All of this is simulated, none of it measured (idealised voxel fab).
A process module follows: voxel tone inversion.
It is cross-section cut that appears here, measuring 170 nm in width, its square cells being 5 nm in size.
When this document writes out a cross-section, it uses a grid of square cells and lists it as bands, beginning at the top and moving down, with a band standing for one or more rows of cells. The band entry comprises the height of the band's top followed by the height of its bottom, expressed in nm, and subsequently the band's materials from left to right, each stated together with its width in nm. Where a single material is marked with the word "throughout", that material fills the band from edge to edge. The word "blank" represents empty space. Heights are expressed relative to 0, this being the level below which the as-received wafer comprises one material exclusively. The lowest band is unbounded in the downward direction and is denoted as in "0 down". So if you see something like "30 to 40" for the width, read it as the top row of the band sitting at the first number and the bottom row at the second, with every row in between moving by the same amount as the last. A step reported as "nothing was modified" is a step in which no cell of the cross-section changed. The entry "Sealed cavities" lists the empty spaces that cover at least 8 cells and have no open path to the top. Each is written as width x height at distance, where the distance is measured from the left edge and all three values are in nm. after a step's settings: what the simulator itself notes on the step. Regarding "overlay nm": on a step with a mask, it is the distance the mask lay to the right of its planned place; a negative value places it to the left.

## Process steps - plan
- 1: RECEIVE,material Si
- 2: CONFORMAL_DEP,material SiN,thk nm 10
- 3: DIRECTIONAL_DEP,material polySi,thk nm 20
- 4: PATTERN,tone cover,mask id POSTS,material resist,width nm 15,pitch nm 45,thk nm 25,overlay nm -15
- 5: DIRECTIONAL_ETCH,etch materials polySi,depth nm 20
- 6: STRIP,etch materials resist
- 7: FILL_DEP,material lowk,thk nm 10
- 8: CMP,height nm 30
- 9: STRIP,etch materials polySi
- 10: CONFORMAL_DEP,material TiN,thk nm 5
- 11: FILL_DEP,material Cu,thk nm 10
- 12: CMP,height nm 30
- 13: CONFORMAL_DEP,material SiCN,thk nm 5
What sets these wafers apart? The overlay nm at step 4. They all start alike, and the plan carries the first wafer's value.

## Cross-section: the first of several wafers in its as-received state, i.e. following step 1
> 0 down = Si throughout
> Sealed cavities: none

## Wafer rows, end of module: cells per material gained (+) or lost (-) since receipt; closed voids last
overlay nm -15 | +9 Cu | +34 SiCN | +68 SiN | +27 TiN | +100 lowk | Sealed cavities: none
overlay nm -10 | +9 Cu | +34 SiCN | +68 SiN | +27 TiN | +100 lowk | Sealed cavities: none
overlay nm -5 | +9 Cu | +34 SiCN | +68 SiN | +27 TiN | +100 lowk | Sealed cavities: none
overlay nm 0 | +9 Cu | +34 SiCN | +68 SiN | +27 TiN | +100 lowk | Sealed cavities: none
overlay nm 5 | +9 Cu | +34 SiCN | +68 SiN | +27 TiN | +100 lowk | Sealed cavities: none
overlay nm 10 | +9 Cu | +34 SiCN | +68 SiN | +27 TiN | +100 lowk | Sealed cavities: none
overlay nm 15 | +9 Cu | +34 SiCN | +68 SiN | +27 TiN | +100 lowk | Sealed cavities: none
